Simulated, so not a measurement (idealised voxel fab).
Process module, titled voxel plated lines
Square cells of 5 nm make up the cross-section cut, whose width is 235 nm.
Cross-section format: a grid of square cells, given as bands from top to bottom; each band is one or more rows of cells. Read a band's entry like this: the first values are the height of its top and the height of its bottom in nm, and what follows is the sequence of materials from left to right, each with its width in nm. Note that "blank" is empty space, and that a single material marked "all across" reaches across the band from edge to edge. For the purposes of this specification, 0 denotes the height below which the wafer in its as-received condition is composed wholly of one material, and the lowermost band, lacking a lower limit, extends downward without end, as expressed in "0 nm and below". Width "30 to 40": first value at the band's top row of cells, second value at its bottom row, equal change from row to row. "same as before" for a step: no cell of the cross-section changed in that step. If an empty space has no open way to the top and is at least 8 cells in size, "Entrapped voids" lists it, written width x height at distance, where distance is measured from the left edge and every value is in nm. after a step's settings: what the simulator itself notes on the step. Regarding "overlay nm": on a step with a mask, it is the distance the mask lay to the right of its planned place; a negative value places it to the left.
Process steps (planned):
1 RECEIVE,material Si
2 CONFORMAL_DEP,material SiO2,thk nm 15
3 DIRECTIONAL_DEP,material TiN,thk nm 5
4 PATTERN,tone open,mask id LINES,material resist,width nm 25,pitch nm 45,thk nm 20,overlay nm 0
5 EPI,material Ru,thk nm 10
6 STRIP,etch materials resist
7 DIRECTIONAL_ETCH,etch materials TiN,depth nm 5
8 CONFORMAL_DEP,material SiO2,thk nm 5
As-received state of the wafer in cross-section, equivalent to post-step 1:
> 0 nm and below = Si all across
> Entrapped voids: none
One mistake in running the module, otherwise start and plan as above: cross-section at the end:
> 25 nm to 5 nm = SiO2 all across
> 5 nm to 0 nm = TiN all across
> 0 nm and below = Si all across
> Entrapped voids: none
What was the processing mistake? steps 2 and 3 run out of order (swapped)
